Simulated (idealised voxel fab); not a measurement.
voxel wiring stack: a process module
For reference, the cross-section in this document is cut, with width 140 nm and square cells of 5 nm.
Cross-section spec: square-cell grid; bands listed top down; each band is one or more rows. Top, bottom (nm), then materials left to right with widths (nm); lone material tagged "everywhere" fills the whole band edge to edge; "blank" = empty space. Zero point of the height axis is 0; under it, received wafer = one material. Lowest band: continues down indefinitely, "0 -> down". With a width like "30..40", each row of cells in the band differs from the next by the same amount, the top row carrying the first number and the bottom row the second. Take "same as before" at face value: in the step it is given for, the cross-section changed in none of its cells. The list in "Closed-off voids" covers empty spaces of 8 cells or more that cannot reach the top through any open way, and it gives each as width x height at distance; the distance is from the left edge, and width, height and distance are in nm. after a step's settings: what the simulator itself notes on the step. The "overlay nm" setting may appear on a step's line; for a step that uses a mask, it gives how far to the right of its planned position the mask lay, and a negative value indicates the left.
**Process steps foreseen in the plan**
1) RECEIVE, material Si
2) CONFORMAL_DEP, material SiO2, thk nm 15
3) DIRECTIONAL_DEP, material TiN, thk nm 5
4) DIRECTIONAL_DEP, material W, thk nm 15
5) PATTERN, tone cover, mask id METAL_1, material resist, width nm 20, pitch nm 40, thk nm 20, overlay nm 0
6) DIRECTIONAL_ETCH, etch materials W, depth nm 15
7) DIRECTIONAL_ETCH, etch materials TiN, depth nm 5
8) STRIP, etch materials resist
9) FILL_DEP, material SiO2, thk nm 5
10) CMP, height nm 35
11) CONFORMAL_DEP, material SiCN, thk nm 5
12) DIRECTIONAL_DEP, material lowk, thk nm 35
13) MASKED_ETCH, tone open, mask id METAL_2_HOLES, width nm 15, pitch nm 40, etch materials lowk, depth nm 35, overlay nm 0
14) PATTERN, tone open, mask id METAL_2, material resist, width nm 20, pitch nm 40, thk nm 15, overlay nm 0
15) DIRECTIONAL_ETCH, etch materials lowk, depth nm 20
16) DIRECTIONAL_ETCH, etch materials SiCN, depth nm 5
17) STRIP, etch materials resist
18) CONFORMAL_DEP, material TiN, thk nm 5
19) FILL_DEP, material Ru, thk nm 5
20) CMP, height nm 75
21) CONFORMAL_DEP, material SiN, thk nm 5
**First wafer of two (run as planned)**
**Cross-sectional view of the wafer in its as-received condition, corresponding to the state after step 1**
  0 -> down: Si everywhere
  Closed-off voids: none
**after step 2**
  15 -> 0: SiO2 everywhere
  Under the height 0 nothing was changed.
**after step 3**
  20 -> 15: TiN everywhere
  Under the height 15 nothing was changed.
**after step 4**
  35 -> 20: W everywhere
  Under the height 20 nothing was changed.
**after step 5**
  55 -> 35: blank: 20, resist: 20, blank: 20, resist: 20, blank: 20, resist: 20, blank: 20
  Under the height 35 nothing was changed.
**after step 6**
  55 -> 35: blank: 20, resist: 20, blank: 20, resist: 20, blank: 20, resist: 20, blank: 20
  35 -> 20: blank: 20, W: 20, blank: 20, W: 20, blank: 20, W: 20, blank: 20
  Under the height 20 nothing was changed.
**after step 7**
  55 -> 35: blank: 20, resist: 20, blank: 20, resist: 20, blank: 20, resist: 20, blank: 20
  35 -> 20: blank: 20, W: 20, blank: 20, W: 20, blank: 20, W: 20, blank: 20
  20 -> 15: blank: 20, TiN: 20, blank: 20, TiN: 20, blank: 20, TiN: 20, blank: 20
  Under the height 15 nothing was changed.
**after step 8**
  35 -> 20: blank: 20, W: 20, blank: 20, W: 20, blank: 20, W: 20, blank: 20
  Under the height 20 nothing was changed.
**after step 9**
  40 -> 35: SiO2 everywhere
  35 -> 20: SiO2: 20, W: 20, SiO2: 20, W: 20, SiO2: 20, W: 20, SiO2: 20
  20 -> 15: SiO2: 20, TiN: 20, SiO2: 20, TiN: 20, SiO2: 20, TiN: 20, SiO2: 20
  Under the height 15 nothing was changed.
**after step 10**
  35 -> 20: SiO2: 20, W: 20, SiO2: 20, W: 20, SiO2: 20, W: 20, SiO2: 20
  Under the height 20 nothing was changed.
**after step 11**
  40 -> 35: SiCN everywhere
  Under the height 35 nothing was changed.
**after step 12**
  75 -> 40: lowk everywhere
  Under the height 40 nothing was changed.
**after step 13**
  75 -> 40: lowk: 20, blank: 15, lowk: 25, blank: 15, lowk: 25, blank: 15, lowk: 25
  Under the height 40 nothing was changed.
**after step 14**
  90 -> 75: resist: 20, blank: 20, resist: 20, blank: 20, resist: 20, blank: 20, resist: 20
  Under the height 75 nothing was changed.
**after step 15**
  90 -> 75: resist: 20, blank: 20, resist: 20, blank: 20, resist: 20, blank: 20, resist: 20
  75 -> 55: lowk: 20, blank: 20, lowk: 20, blank: 20, lowk: 20, blank: 20, lowk: 20
  Under the height 55 nothing was changed.
**after step 16**
  90 -> 75: resist: 20, blank: 20, resist: 20, blank: 20, resist: 20, blank: 20, resist: 20
  75 -> 55: lowk: 20, blank: 20, lowk: 20, blank: 20, lowk: 20, blank: 20, lowk: 20
  55 -> 40: lowk: 20, blank: 15, lowk: 25, blank: 15, lowk: 25, blank: 15, lowk: 25
  40 -> 35: SiCN: 20, blank: 15, SiCN: 25, blank: 15, SiCN: 25, blank: 15, SiCN: 25
  Under the height 35 nothing was changed.
**after step 17**
  75 -> 55: lowk: 20, blank: 20, lowk: 20, blank: 20, lowk: 20, blank: 20, lowk: 20
  Under the height 55 nothing was changed.
**after step 18**
  80 -> 75: TiN: 25, blank: 10, TiN: 30, blank: 10, TiN: 30, blank: 10, TiN: 25
  75 -> 60: lowk: 20, TiN: 5, blank: 10, TiN: 5, lowk: 20, TiN: 5, blank: 10, TiN: 5, lowk: 20, TiN: 5, blank: 10, TiN: 5, lowk: 20
  60 -> 55: lowk: 20, TiN: 5, blank: 5, TiN: 10, lowk: 20, TiN: 5, blank: 5, TiN: 10, lowk: 20, TiN: 5, blank: 5, TiN: 10, lowk: 20
  55 -> 40: lowk: 20, TiN: 5, blank: 5, TiN: 5, lowk: 25, TiN: 5, blank: 5, TiN: 5, lowk: 25, TiN: 5, blank: 5, TiN: 5, lowk: 25
  40 -> 35: SiCN: 20, TiN: 15, SiCN: 25, TiN: 15, SiCN: 25, TiN: 15, SiCN: 25
  Under the height 35 nothing was changed.
**after step 19**
  85 -> 80: Ru everywhere
  80 -> 75: TiN: 25, Ru: 10, TiN: 30, Ru: 10, TiN: 30, Ru: 10, TiN: 25
  75 -> 60: lowk: 20, TiN: 5, Ru: 10, TiN: 5, lowk: 20, TiN: 5, Ru: 10, TiN: 5, lowk: 20, TiN: 5, Ru: 10, TiN: 5, lowk: 20
  60 -> 55: lowk: 20, TiN: 5, Ru: 5, TiN: 10, lowk: 20, TiN: 5, Ru: 5, TiN: 10, lowk: 20, TiN: 5, Ru: 5, TiN: 10, lowk: 20
  55 -> 40: lowk: 20, TiN: 5, Ru: 5, TiN: 5, lowk: 25, TiN: 5, Ru: 5, TiN: 5, lowk: 25, TiN: 5, Ru: 5, TiN: 5, lowk: 25
  Under the height 40 nothing was changed.
**after step 20**
  75 -> 60: lowk: 20, TiN: 5, Ru: 10, TiN: 5, lowk: 20, TiN: 5, Ru: 10, TiN: 5, lowk: 20, TiN: 5, Ru: 10, TiN: 5, lowk: 20
  Under the height 60 nothing was changed.
**after step 21**
  80 -> 75: SiN everywhere
  Under the height 75 nothing was changed.
**Wafer two: like wafer one in start and plan, but with one mistake in execution; identical up to and including step 19**
**Second wafer: cross-section at the scheduled end of step 20**
  80 -> 75: TiN: 25, Ru: 10, TiN: 30, Ru: 10, TiN: 30, Ru: 10, TiN: 25
  Under the height 75 nothing was changed.
**Second wafer: cross-section at the scheduled end of step 21**
  85 -> 80: SiN everywhere
  Under the height 80 nothing was changed.
Deviation from plan: the process deviated at step 20: the operation and settings actually run there were CMP, height nm 80
End check, counted in cells, second wafer has more or fewer of these materials than the first: +6 Ru, +22 TiN
